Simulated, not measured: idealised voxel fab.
Process module, titled voxel capacitor over wiring
In the cross-section labelled cut, the width is 275 nm and each square cell is 5 nm.
We lay out every cross-section as a grid of square cells and spell it out in bands from the top down, where one band means one or more rows of cells. First you get the band's top height and its bottom height, in nm, and then the materials it's made of, left to right, with each width in nm. If you see a single material with "everywhere", that one covers the band edge to edge. "air" is empty space. Height is counted from the level 0, under which the received wafer is composed throughout of one material. The lowest of the bands is not closed at the bottom but continues downward, in the notation "0 nm and below". The two numbers in a width such as "30..40" mark its ends across the band: the first belongs to the top row of cells, the second to the bottom row, and from each row to the next the width moves by the same amount. No cell of the cross-section changed in a step that is given as "identical to before". Empty spaces without an open route to the top, at least 8 cells in extent, make up the entry "Completely sealed voids"; each is given as width x height at distance, where the distance is measured from the left edge, and all are in nm. Anything after a step's settings on that line? It's the simulator's own note about the step. When a step includes a mask, the "overlay nm" setting on its line states how far to the right of its planned place that mask lay, and negative values state how far to the left.

# The planned process steps are enumerated hereunder
step 1: RECEIVE: material Si
step 2: CONFORMAL_DEP: material SiO2, thk nm 10
step 3: CONFORMAL_DEP: material SiCN, thk nm 5
step 4: DIRECTIONAL_DEP: material lowk, thk nm 20
step 5: MASKED_ETCH: tone open, mask id METAL_1, width nm 30, pitch nm 90, etch materials lowk, depth nm 20, overlay nm 0
step 6: MASKED_ETCH: tone open, mask id METAL_1, width nm 30, pitch nm 90, etch materials SiCN, depth nm 5, overlay nm 0
step 7: CONFORMAL_DEP: material TiN, thk nm 5
step 8: FILL_DEP: material Cu, thk nm 5
step 9: CMP: height nm 35
step 10: CONFORMAL_DEP: material SiCN, thk nm 5
step 11: DIRECTIONAL_DEP: material SiO2, thk nm 15
step 12: PATTERN: tone open, mask id PLUG_1, material resist, width nm 15, thk nm 20, overlay nm 0
step 13: DIRECTIONAL_ETCH: etch materials SiO2, depth nm 15
step 14: DIRECTIONAL_ETCH: etch materials SiCN, depth nm 5
step 15: STRIP: etch materials resist
step 16: CONFORMAL_DEP: material TiN, thk nm 5
step 17: FILL_DEP: material Ru, thk nm 10
step 18: CMP: height nm 55
step 19: DIRECTIONAL_DEP: material TiN, thk nm 5
step 20: DIRECTIONAL_DEP: material SiN, thk nm 5
step 21: DIRECTIONAL_DEP: material TiN, thk nm 5
step 22: MASKED_ETCH: tone cover, mask id UPPER_PLATE, width nm 65, etch materials TiN, depth nm 5, overlay nm 0
step 23: MASKED_ETCH: tone cover, mask id UPPER_PLATE, width nm 65, etch materials SiN, depth nm 5, overlay nm 0
step 24: PATTERN: tone cover, mask id LOWER_PLATE, material resist, width nm 75, thk nm 15, overlay nm 0
step 25: DIRECTIONAL_ETCH: etch materials TiN, depth nm 5
step 26: STRIP: etch materials resist
step 27: FILL_DEP: material SiO2, thk nm 20
step 28: CMP: height nm 85
step 29: MASKED_ETCH: tone open, mask id PLUG_2, width nm 15, etch materials SiO2, depth nm 15, overlay nm 0
step 30: CONFORMAL_DEP: material TiN, thk nm 5
step 31: FILL_DEP: material Ru, thk nm 5
step 32: CMP: height nm 85
step 33: CONFORMAL_DEP: material SiN, thk nm 5

# First of two wafers, with the run carried out as planned

# Cross-section: wafer on arrival = after step 1
  0 nm and below = Si everywhere
  Completely sealed voids: none

# The wafer in cross-section once step 2 is complete
  10 nm to 0 nm = SiO2 everywhere
  Anything lower than 0 is untouched.

# The wafer in cross-section once step 3 is complete
  15 nm to 10 nm = SiCN everywhere
  Anything lower than 10 is untouched.

# The wafer in cross-section once step 4 is complete
  35 nm to 15 nm = lowk everywhere
  Anything lower than 15 is untouched.

# The wafer in cross-section once step 5 is complete
  35 nm to 15 nm = 75 lowk / 30 air / 60 lowk / 30 air / 80 lowk
  Anything lower than 15 is untouched.

# The wafer in cross-section once step 6 is complete
  35 nm to 15 nm = 75 lowk / 30 air / 60 lowk / 30 air / 80 lowk
  15 nm to 10 nm = 75 SiCN / 30 air / 60 SiCN / 30 air / 80 SiCN
  Anything lower than 10 is untouched.

# The wafer in cross-section once step 7 is complete
  40 nm to 35 nm = 80 TiN / 20 air / 70 TiN / 20 air / 85 TiN
  35 nm to 15 nm = 75 lowk / 5 TiN / 20 air / 5 TiN / 60 lowk / 5 TiN / 20 air / 5 TiN / 80 lowk
  15 nm to 10 nm = 75 SiCN / 30 TiN / 60 SiCN / 30 TiN / 80 SiCN
  Anything lower than 10 is untouched.

# The wafer in cross-section once step 8 is complete
  45 nm to 40 nm = Cu everywhere
  40 nm to 35 nm = 80 TiN / 20 Cu / 70 TiN / 20 Cu / 85 TiN
  35 nm to 15 nm = 75 lowk / 5 TiN / 20 Cu / 5 TiN / 60 lowk / 5 TiN / 20 Cu / 5 TiN / 80 lowk
  Anything lower than 15 is untouched.

# The wafer in cross-section once step 9 is complete
  35 nm to 15 nm = 75 lowk / 5 TiN / 20 Cu / 5 TiN / 60 lowk / 5 TiN / 20 Cu / 5 TiN / 80 lowk
  Anything lower than 15 is untouched.

# The wafer in cross-section once step 10 is complete
  40 nm to 35 nm = SiCN everywhere
  Anything lower than 35 is untouched.

# The wafer in cross-section once step 11 is complete
  55 nm to 40 nm = SiO2 everywhere
  Anything lower than 40 is untouched.

# The wafer in cross-section once step 12 is complete
  75 nm to 55 nm = 90 resist / 15 air / 170 resist
  Anything lower than 55 is untouched.

# The wafer in cross-section once step 13 is complete
  75 nm to 55 nm = 90 resist / 15 air / 170 resist
  55 nm to 40 nm = 90 SiO2 / 15 air / 170 SiO2
  Anything lower than 40 is untouched.

# The wafer in cross-section once step 14 is complete
  75 nm to 55 nm = 90 resist / 15 air / 170 resist
  55 nm to 40 nm = 90 SiO2 / 15 air / 170 SiO2
  40 nm to 35 nm = 90 SiCN / 15 air / 170 SiCN
  Anything lower than 35 is untouched.

# The wafer in cross-section once step 15 is complete
  55 nm to 40 nm = 90 SiO2 / 15 air / 170 SiO2
  Anything lower than 40 is untouched.

# The wafer in cross-section once step 16 is complete
  60 nm to 55 nm = 95 TiN / 5 air / 175 TiN
  55 nm to 40 nm = 90 SiO2 / 5 TiN / 5 air / 5 TiN / 170 SiO2
  40 nm to 35 nm = 90 SiCN / 15 TiN / 170 SiCN
  Anything lower than 35 is untouched.

# The wafer in cross-section once step 17 is complete
  70 nm to 60 nm = Ru everywhere
  60 nm to 55 nm = 95 TiN / 5 Ru / 175 TiN
  55 nm to 40 nm = 90 SiO2 / 5 TiN / 5 Ru / 5 TiN / 170 SiO2
  Anything lower than 40 is untouched.

# The wafer in cross-section once step 18 is complete
  55 nm to 40 nm = 90 SiO2 / 5 TiN / 5 Ru / 5 TiN / 170 SiO2
  Anything lower than 40 is untouched.

# The wafer in cross-section once step 19 is complete
  60 nm to 55 nm = TiN everywhere
  Anything lower than 55 is untouched.

# The wafer in cross-section once step 20 is complete
  65 nm to 60 nm = SiN everywhere
  Anything lower than 60 is untouched.

# The wafer in cross-section once step 21 is complete
  70 nm to 65 nm = TiN everywhere
  Anything lower than 65 is untouched.

# The wafer in cross-section once step 22 is complete
  70 nm to 65 nm = 90 air / 65 TiN / 120 air
  Anything lower than 65 is untouched.

# The wafer in cross-section once step 23 is complete
  70 nm to 65 nm = 90 air / 65 TiN / 120 air
  65 nm to 60 nm = 90 air / 65 SiN / 120 air
  Anything lower than 60 is untouched.

# The wafer in cross-section once step 24 is complete
  85 nm to 70 nm = 85 air / 75 resist / 115 air
  70 nm to 65 nm = 85 air / 5 resist / 65 TiN / 5 resist / 115 air
  65 nm to 60 nm = 85 air / 5 resist / 65 SiN / 5 resist / 115 air
  Anything lower than 60 is untouched.

# The wafer in cross-section once step 25 is complete
  85 nm to 70 nm = 85 air / 75 resist / 115 air
  70 nm to 65 nm = 85 air / 5 resist / 65 TiN / 5 resist / 115 air
  65 nm to 60 nm = 85 air / 5 resist / 65 SiN / 5 resist / 115 air
  60 nm to 55 nm = 85 air / 75 TiN / 115 air
  Anything lower than 55 is untouched.

# The wafer in cross-section once step 26 is complete
  70 nm to 65 nm = 90 air / 65 TiN / 120 air
  65 nm to 60 nm = 90 air / 65 SiN / 120 air
  Anything lower than 60 is untouched.

# The wafer in cross-section once step 27 is complete
  90 nm to 70 nm = SiO2 everywhere
  70 nm to 65 nm = 90 SiO2 / 65 TiN / 120 SiO2
  65 nm to 60 nm = 90 SiO2 / 65 SiN / 120 SiO2
  60 nm to 55 nm = 85 SiO2 / 75 TiN / 115 SiO2
  Anything lower than 55 is untouched.

# The wafer in cross-section once step 28 is complete
  85 nm to 70 nm = SiO2 everywhere
  Anything lower than 70 is untouched.

# The wafer in cross-section once step 29 is complete
  85 nm to 70 nm = 100 SiO2 / 15 air / 160 SiO2
  Anything lower than 70 is untouched.

# The wafer in cross-section once step 30 is complete
  90 nm to 85 nm = 105 TiN / 5 air / 165 TiN
  85 nm to 75 nm = 100 SiO2 / 5 TiN / 5 air / 5 TiN / 160 SiO2
  75 nm to 65 nm = 100..90 SiO2 / 15..65 TiN / 160..120 SiO2
  Anything lower than 65 is untouched.

# The wafer in cross-section once step 31 is complete
  95 nm to 90 nm = Ru everywhere
  90 nm to 85 nm = 105 TiN / 5 Ru / 165 TiN
  85 nm to 75 nm = 100 SiO2 / 5 TiN / 5 Ru / 5 TiN / 160 SiO2
  Anything lower than 75 is untouched.

# The wafer in cross-section once step 32 is complete
  85 nm to 75 nm = 100 SiO2 / 5 TiN / 5 Ru / 5 TiN / 160 SiO2
  Anything lower than 75 is untouched.

# The wafer in cross-section once step 33 is complete
  90 nm to 85 nm = SiN everywhere
  Anything lower than 85 is untouched.

# Second wafer, same starting conditions and recipe as the first, one mistake in executing it, nothing differs from the first up to and including step 31

# Cross-section of the second wafer at the time step 32 of the plan should have ended
  90 nm to 85 nm = 105 TiN / 5 Ru / 165 TiN
  Anything lower than 85 is untouched.

# Cross-section of the second wafer at the time step 33 of the plan should have ended
  95 nm to 90 nm = SiN everywhere
  Anything lower than 90 is untouched.
The mistake made against the process plan was this: step 32 was processed under conditions differing from the plan, specifically as CMP: height nm 90
End of process, cell counts, second wafer against first, materials with more or fewer: Ru: 1 more; TiN: 54 more
